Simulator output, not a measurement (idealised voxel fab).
Process module name: voxel gate over fins
FYI the section here is cut, 195 nm wide, cells are 5 nm squares.
How to read a cross-section here: the picture is a grid of square cells, written as bands going from the top down, and any band can span one or more rows of cells. First you get the band's top height and its bottom height, in nm, and then the materials it's made of, left to right, with each width in nm. If you see a single material with "throughout", that one covers the band edge to edge. "air" is empty space. Heights are measured from 0, the level below which the as-received wafer is all one material; the lowest band has no bottom and continues downward, written as in "top 0, no bottom". So if you see something like "30->40" for the width, read it as the top row of the band sitting at the first number and the bottom row at the second, with every row in between moving by the same amount as the last. No cell of the cross-section changed in a step that is given as "no modifications". "Closed void catalog" lists enclosed empty spaces (at least 8 cells, no open path upward to the top), each as width x height at distance from the left edge, in nm. Text after the settings on a step's line: the simulator's own remark on that step. overlay nm: how far to the right of its planned place the mask lay on this masked step (negative: to the left).

### The steps planned for the process are as follows
1 RECEIVE [material Si]
2 CONFORMAL_DEP [material SiN] [thk nm 5]
3 PATTERN [tone cover] [mask id FINS] [material resist] [width nm 15] [pitch nm 40] [thk nm 15] [overlay nm 0]
4 DIRECTIONAL_ETCH [etch materials SiN] [depth nm 5]
5 DIRECTIONAL_ETCH [etch materials Si] [depth nm 40]
6 STRIP [etch materials resist]
7 FILL_DEP [material SiO2] [thk nm 10]
8 CMP [height nm 5]
9 SELECTIVE_ETCH [etch materials SiO2] [depth nm 20]
10 STRIP [etch materials SiN]
11 CONFORMAL_DEP [material HfO2] [thk nm 5]
12 CONFORMAL_DEP [material TiN] [thk nm 5]
13 CONFORMAL_DEP [material TiAl] [thk nm 5]
14 CONFORMAL_DEP [material TiN] [thk nm 5]
15 FILL_DEP [material W] [thk nm 15]
16 CMP [height nm 30]
17 CONFORMAL_DEP [material SiN] [thk nm 5]

### Of two wafers, the first: run according to plan

### Cross-section of the wafer upon arrival, representing the state reached after step 1
  top 0, no bottom | Si throughout
  Closed void catalog: none

### Take a look at the wafer's cross-section after step 2
  top 5, bottom 0 | SiN throughout
  All layers under 0 are left as they were.

### Take a look at the wafer's cross-section after step 3
  top 20, bottom 5 | air: 50; resist: 15; air: 25; resist: 15; air: 25; resist: 15; air: 50
  All layers under 5 are left as they were.

### Take a look at the wafer's cross-section after step 4
  top 20, bottom 5 | air: 50; resist: 15; air: 25; resist: 15; air: 25; resist: 15; air: 50
  top 5, bottom 0 | air: 50; SiN: 15; air: 25; SiN: 15; air: 25; SiN: 15; air: 50
  All layers under 0 are left as they were.

### Take a look at the wafer's cross-section after step 5
  top 20, bottom 5 | air: 50; resist: 15; air: 25; resist: 15; air: 25; resist: 15; air: 50
  top 5, bottom 0 | air: 50; SiN: 15; air: 25; SiN: 15; air: 25; SiN: 15; air: 50
  top 0, bottom -40 | air: 50; Si: 15; air: 25; Si: 15; air: 25; Si: 15; air: 50
  All layers under -40 are left as they were.

### Take a look at the wafer's cross-section after step 6
  top 5, bottom 0 | air: 50; SiN: 15; air: 25; SiN: 15; air: 25; SiN: 15; air: 50
  All layers under 0 are left as they were.

### Take a look at the wafer's cross-section after step 7
  top 15, bottom 5 | SiO2 throughout
  top 5, bottom 0 | SiO2: 50; SiN: 15; SiO2: 25; SiN: 15; SiO2: 25; SiN: 15; SiO2: 50
  top 0, bottom -40 | SiO2: 50; Si: 15; SiO2: 25; Si: 15; SiO2: 25; Si: 15; SiO2: 50
  All layers under -40 are left as they were.

### Take a look at the wafer's cross-section after step 8
  top 5, bottom 0 | SiO2: 50; SiN: 15; SiO2: 25; SiN: 15; SiO2: 25; SiN: 15; SiO2: 50
  All layers under 0 are left as they were.

### Take a look at the wafer's cross-section after step 9
  top 5, bottom 0 | air: 50; SiN: 15; air: 25; SiN: 15; air: 25; SiN: 15; air: 50
  top 0, bottom -15 | air: 50; Si: 15; air: 25; Si: 15; air: 25; Si: 15; air: 50
  All layers under -15 are left as they were.

### Take a look at the wafer's cross-section after step 10
  top 0, bottom -15 | air: 50; Si: 15; air: 25; Si: 15; air: 25; Si: 15; air: 50
  All layers under -15 are left as they were.

### Take a look at the wafer's cross-section after step 11
  top 5, bottom 0 | air: 45; HfO2: 25; air: 15; HfO2: 25; air: 15; HfO2: 25; air: 45
  top 0, bottom -10 | air: 45; HfO2: 5; Si: 15; HfO2: 5; air: 15; HfO2: 5; Si: 15; HfO2: 5; air: 15; HfO2: 5; Si: 15; HfO2: 5; air: 45
  top -10, bottom -15 | HfO2: 50; Si: 15; HfO2: 25; Si: 15; HfO2: 25; Si: 15; HfO2: 50
  All layers under -15 are left as they were.

### Take a look at the wafer's cross-section after step 12
  top 10, bottom 5 | air: 40; TiN: 35; air: 5; TiN: 35; air: 5; TiN: 35; air: 40
  top 5, bottom 0 | air: 40; TiN: 5; HfO2: 25; TiN: 5; air: 5; TiN: 5; HfO2: 25; TiN: 5; air: 5; TiN: 5; HfO2: 25; TiN: 5; air: 40
  top 0, bottom -5 | air: 40; TiN: 5; HfO2: 5; Si: 15; HfO2: 5; TiN: 5; air: 5; TiN: 5; HfO2: 5; Si: 15; HfO2: 5; TiN: 5; air: 5; TiN: 5; HfO2: 5; Si: 15; HfO2: 5; TiN: 5; air: 40
  top -5, bottom -10 | TiN: 45; HfO2: 5; Si: 15; HfO2: 5; TiN: 15; HfO2: 5; Si: 15; HfO2: 5; TiN: 15; HfO2: 5; Si: 15; HfO2: 5; TiN: 45
  All layers under -10 are left as they were.

### Take a look at the wafer's cross-section after step 13
  top 15, bottom 10 | air: 35; TiAl: 125; air: 35
  top 10, bottom 5 | air: 35; TiAl: 5; TiN: 35; TiAl: 5; TiN: 35; TiAl: 5; TiN: 35; TiAl: 5; air: 35
  top 5, bottom 0 | air: 35; TiAl: 5; TiN: 5; HfO2: 25; TiN: 5; TiAl: 5; TiN: 5; HfO2: 25; TiN: 5; TiAl: 5; TiN: 5; HfO2: 25; TiN: 5; TiAl: 5; air: 35
  top 0, bottom -5 | TiAl: 40; TiN: 5; HfO2: 5; Si: 15; HfO2: 5; TiN: 5; TiAl: 5; TiN: 5; HfO2: 5; Si: 15; HfO2: 5; TiN: 5; TiAl: 5; TiN: 5; HfO2: 5; Si: 15; HfO2: 5; TiN: 5; TiAl: 40
  All layers under -5 are left as they were.

### Take a look at the wafer's cross-section after step 14
  top 20, bottom 15 | air: 30; TiN: 135; air: 30
  top 15, bottom 10 | air: 30; TiN: 5; TiAl: 125; TiN: 5; air: 30
  top 10, bottom 5 | air: 30; TiN: 5; TiAl: 5; TiN: 35; TiAl: 5; TiN: 35; TiAl: 5; TiN: 35; TiAl: 5; TiN: 5; air: 30
  top 5, bottom 0 | TiN: 35; TiAl: 5; TiN: 5; HfO2: 25; TiN: 5; TiAl: 5; TiN: 5; HfO2: 25; TiN: 5; TiAl: 5; TiN: 5; HfO2: 25; TiN: 5; TiAl: 5; TiN: 35
  All layers under 0 are left as they were.

### Take a look at the wafer's cross-section after step 15
  top 35, bottom 20 | W throughout
  top 20, bottom 15 | W: 30; TiN: 135; W: 30
  top 15, bottom 10 | W: 30; TiN: 5; TiAl: 125; TiN: 5; W: 30
  top 10, bottom 5 | W: 30; TiN: 5; TiAl: 5; TiN: 35; TiAl: 5; TiN: 35; TiAl: 5; TiN: 35; TiAl: 5; TiN: 5; W: 30
  All layers under 5 are left as they were.

### Take a look at the wafer's cross-section after step 16
  top 30, bottom 20 | W throughout
  All layers under 20 are left as they were.

### Take a look at the wafer's cross-section after step 17
  top 35, bottom 30 | SiN throughout
  All layers under 30 are left as they were.

### Second wafer, same starting conditions and recipe as the first, one mistake in executing it, nothing differs from the first up to and including step 2

### Look at the second wafer in cross-section at the time step 3 ought to have finished
  top 20, bottom 5 | resist: 50; air: 15; resist: 25; air: 15; resist: 25; air: 15; resist: 50
  All layers under 5 are left as they were.

### Look at the second wafer in cross-section at the time step 4 ought to have finished
  top 20, bottom 5 | resist: 50; air: 15; resist: 25; air: 15; resist: 25; air: 15; resist: 50
  top 5, bottom 0 | SiN: 50; air: 15; SiN: 25; air: 15; SiN: 25; air: 15; SiN: 50
  All layers under 0 are left as they were.

### Look at the second wafer in cross-section at the time step 5 ought to have finished
  top 20, bottom 5 | resist: 50; air: 15; resist: 25; air: 15; resist: 25; air: 15; resist: 50
  top 5, bottom 0 | SiN: 50; air: 15; SiN: 25; air: 15; SiN: 25; air: 15; SiN: 50
  top 0, bottom -40 | Si: 50; air: 15; Si: 25; air: 15; Si: 25; air: 15; Si: 50
  All layers under -40 are left as they were.

### Look at the second wafer in cross-section at the time step 6 ought to have finished
  top 5, bottom 0 | SiN: 50; air: 15; SiN: 25; air: 15; SiN: 25; air: 15; SiN: 50
  All layers under 0 are left as they were.

### Look at the second wafer in cross-section at the time step 7 ought to have finished
  top 15, bottom 5 | SiO2 throughout
  top 5, bottom 0 | SiN: 50; SiO2: 15; SiN: 25; SiO2: 15; SiN: 25; SiO2: 15; SiN: 50
  top 0, bottom -40 | Si: 50; SiO2: 15; Si: 25; SiO2: 15; Si: 25; SiO2: 15; Si: 50
  All layers under -40 are left as they were.

### Look at the second wafer in cross-section at the time step 8 ought to have finished
  top 5, bottom 0 | SiN: 50; SiO2: 15; SiN: 25; SiO2: 15; SiN: 25; SiO2: 15; SiN: 50
  All layers under 0 are left as they were.

### Look at the second wafer in cross-section at the time step 9 ought to have finished
  top 5, bottom 0 | SiN: 50; air: 15; SiN: 25; air: 15; SiN: 25; air: 15; SiN: 50
  top 0, bottom -15 | Si: 50; air: 15; Si: 25; air: 15; Si: 25; air: 15; Si: 50
  All layers under -15 are left as they were.

### Look at the second wafer in cross-section at the time step 10 ought to have finished
  top 0, bottom -15 | Si: 50; air: 15; Si: 25; air: 15; Si: 25; air: 15; Si: 50
  All layers under -15 are left as they were.

### Look at the second wafer in cross-section at the time step 11 ought to have finished
  top 5, bottom 0 | HfO2: 55; air: 5; HfO2: 35; air: 5; HfO2: 35; air: 5; HfO2: 55
  top 0, bottom -10 | Si: 50; HfO2: 5; air: 5; HfO2: 5; Si: 25; HfO2: 5; air: 5; HfO2: 5; Si: 25; HfO2: 5; air: 5; HfO2: 5; Si: 50
  top -10, bottom -15 | Si: 50; HfO2: 15; Si: 25; HfO2: 15; Si: 25; HfO2: 15; Si: 50
  All layers under -15 are left as they were.

### Look at the second wafer in cross-section at the time step 12 ought to have finished
  top 10, bottom 5 | TiN throughout
  top 5, bottom 0 | HfO2: 55; TiN: 5; HfO2: 35; TiN: 5; HfO2: 35; TiN: 5; HfO2: 55
  top 0, bottom -10 | Si: 50; HfO2: 5; TiN: 5; HfO2: 5; Si: 25; HfO2: 5; TiN: 5; HfO2: 5; Si: 25; HfO2: 5; TiN: 5; HfO2: 5; Si: 50
  All layers under -10 are left as they were.

### Look at the second wafer in cross-section at the time step 13 ought to have finished
  top 15, bottom 10 | TiAl throughout
  All layers under 10 are left as they were.

### Look at the second wafer in cross-section at the time step 14 ought to have finished
  top 20, bottom 15 | TiN throughout
  All layers under 15 are left as they were.

### Look at the second wafer in cross-section at the time step 15 ought to have finished
  top 35, bottom 20 | W throughout
  All layers under 20 are left as they were.

### Look at the second wafer in cross-section at the time step 16 ought to have finished
  top 30, bottom 20 | W throughout
  All layers under 20 are left as they were.

### Look at the second wafer in cross-section at the time step 17 ought to have finished
  top 35, bottom 30 | SiN throughout
  All layers under 30 are left as they were.
Here's what went sideways: step 3 did not use the planned setting and instead ran as PATTERN [tone open] [mask id FINS] [material resist] [width nm 15] [pitch nm 40] [thk nm 15] [overlay nm 0]
Per the end-of-run cell counts, the second wafer holds more or fewer of some materials than the first: +168 Si, -105 SiO2, -12 TiAl, -15 TiN, -36 W
